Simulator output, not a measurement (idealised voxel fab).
Proc. module: voxel self aligned contacts
FYI the section here is cut, 235 nm wide, cells are 5 nm squares.
Cross-sections here: square-cell grids, written as top-down lists of bands, a band being one or more rows of cells.
Band entry format. Leading values: height of top, height of bottom, nm. Remainder: materials in left-to-right order, each with its width in nm. Special words: "everywhere" on a single material, which then fills the band edge to edge; "blank", empty space.
The level at which height equals 0 is the one under which the wafer, as it arrives, is entirely one material. No lower edge exists for the bottom band, which continues downward and is notated as in "from 0 down".
A width such as "30..40" changes by the same amount from each row of cells to the next, from the band's top row to its bottom row.
Where a step carries "no change occurred", the cross-section came out of it unchanged, cell for cell.
Voids not open to the top, 8 cells minimum: see "Closed-off voids". Written width x height at distance; distance is from the left edge; nm.
Read whatever lies past the settings on a step's line as the simulator's own remark about the step.
The setting "overlay nm" may be written on the line of a step. When the step uses a mask, the value reports how far to the right of the planned place the mask lay, and a negative value reports that it lay to the left.
### So here's the lineup of process steps we planned
1. RECEIVE (material Si)
2. CONFORMAL_DEP (material SiO2; thk nm 5)
3. DIRECTIONAL_DEP (material polySi; thk nm 30)
4. DIRECTIONAL_DEP (material SiN; thk nm 15)
5. PATTERN (tone cover; mask id GATE; material resist; width nm 25; pitch nm 50; thk nm 20; overlay nm 0)
6. DIRECTIONAL_ETCH (etch materials SiN; depth nm 15)
7. DIRECTIONAL_ETCH (etch materials polySi; depth nm 30)
8. STRIP (etch materials resist)
9. CONFORMAL_DEP (material SiN; thk nm 5)
10. DIRECTIONAL_ETCH (etch materials SiN; depth nm 5)
11. FILL_DEP (material SiO2; thk nm 15)
12. CMP (height nm 60)
13. PATTERN (tone open; mask id CONTACT; material resist; width nm 35; pitch nm 50; thk nm 15; overlay nm 0)
14. DIRECTIONAL_ETCH (etch materials SiO2; depth nm 60)
15. STRIP (etch materials resist)
16. CONFORMAL_DEP (material TiN; thk nm 5)
17. FILL_DEP (material Ru; thk nm 10)
18. CMP (height nm 60)
19. CONFORMAL_DEP (material SiCN; thk nm 5)
### Cross-section of the wafer upon arrival, representing the state reached after step 1
- from 0 down | Si everywhere
- Closed-off voids: none
### Cross-section taken at module completion on the first of two wafers; processed per the plan
- from 65 to 60 | SiCN everywhere
- from 60 to 50 | SiO2: 75  TiN: 5..15  Ru: 25..5  TiN: 5..15  SiO2: 15  TiN: 5..15  Ru: 25..5  TiN: 5..15  SiO2: 75
- from 50 to 35 | SiO2: 50  SiN: 35  TiN: 5  Ru: 5  TiN: 5  SiN: 35  TiN: 5  Ru: 5  TiN: 5  SiN: 35  SiO2: 50
- from 35 to 5 | SiO2: 50  SiN: 5  polySi: 25  SiN: 5  TiN: 5  Ru: 5  TiN: 5  SiN: 5  polySi: 25  SiN: 5  TiN: 5  Ru: 5  TiN: 5  SiN: 5  polySi: 25  SiN: 5  SiO2: 50
- from 5 to 0 | SiO2: 85  TiN: 15  SiO2: 35  TiN: 15  SiO2: 85
- from 0 down | Si everywhere
- Closed-off voids: none
### Wafer two (of two), end-of-module cross-section: start = wafer one, plan = wafer one, one run mistake
- from 65 to 60 | SiCN everywhere
- from 60 to 55 | Ru: 70  TiN: 5  SiO2: 35  TiN: 5  Ru: 5  TiN: 5  SiO2: 35  TiN: 5  Ru: 70
- from 55 to 50 | Ru: 45  TiN: 30  SiO2: 35  TiN: 15  SiO2: 35  TiN: 30  Ru: 45
- from 50 to 35 | Ru: 45  TiN: 5  SiN: 35  SiO2: 15  SiN: 35  SiO2: 15  SiN: 35  TiN: 5  Ru: 45
- from 35 to 5 | Ru: 45  TiN: 5  SiN: 5  polySi: 25  SiN: 5  SiO2: 15  SiN: 5  polySi: 25  SiN: 5  SiO2: 15  SiN: 5  polySi: 25  SiN: 5  TiN: 5  Ru: 45
- from 5 to 0 | TiN: 50  SiO2: 135  TiN: 50
- from 0 down | Si everywhere
- Closed-off voids: none
Which mistake was made when the wafer was run? step 13 changed vs plan, executed as PATTERN (tone cover; mask id CONTACT; material resist; width nm 35; pitch nm 50; thk nm 15; overlay nm 0)
Counted in cells at the end, the second wafer holds more or fewer of these materials than the first: Ru +179 | SiO2 -178 | TiN -1
